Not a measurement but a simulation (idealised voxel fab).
Process module heading - voxel air gaps
Each square cell in cross-section cut measures 5 nm, and the section as a whole is 255 nm wide.
Square cells in a grid make up a cross-section in this document, and the grid is given as bands, listed from the top down, each one or more rows of cells.
Each band's line starts with the height of the band's top and of its bottom, in nm. Then come its materials from left to right, each with its width in nm. One material with "full width" fills the band from edge to edge. "air" is empty space.
Heights are measured from 0, the level below which the as-received wafer is all one material; the lowest band has no bottom and continues downward, written as in "0 down".
A two-number width, for instance "30->40", indicates that the width is equal to the first number in the top row of the band and to the second number in the bottom row, and that it changes by a constant amount per row of cells.
Reading "nothing changed" for a step: not a cell of the cross-section changed in it.
The list in "Closed void listing" covers empty spaces of 8 cells or more that cannot reach the top through any open way, and it gives each as width x height at distance; the distance is from the left edge, and width, height and distance are in nm.
Post-settings text on a step line: simulator's own remark regarding the step.
Regarding "overlay nm": on a step with a mask, it is the distance the mask lay to the right of its planned place; a negative value places it to the left.

PROCESS STEPS - PLAN
1: RECEIVE,material Si
2: CONFORMAL_DEP,material SiO2,thk nm 15
3: CONFORMAL_DEP,material SiN,thk nm 5
4: DIRECTIONAL_DEP,material SiO2,thk nm 35
5: MASKED_ETCH,tone open,mask id LINES,width nm 15,pitch nm 45,etch materials SiO2,depth nm 35,overlay nm 0
6: CONFORMAL_DEP,material TiN,thk nm 5
7: FILL_DEP,material W,thk nm 10
8: CMP,height nm 55
9: EPI,material Ru,thk nm 10
10: SELECTIVE_ETCH,etch materials SiO2,depth nm 45
11: CONFORMAL_DEP,material SiN,thk nm 5

SO THIS IS THE INCOMING WAFER IN CROSS-SECTION - IT'S ALREADY BEEN THROUGH STEP 1
	0 down  Si full width
	Closed void listing: none

CROSS-SECTIONAL RESULT AFTER MODULE COMPLETION. NOTE: STARTING CONDITION AND PLAN ARE UNCHANGED FROM ABOVE; ONE PROCESSING MISTAKE WAS MADE
	60 to 50  SiN full width
	50 to 0  SiO2 full width
	0 down  Si full width
	Closed void listing: none
Where did the run depart from the plan? swap of plan steps 3 and 4 during execution
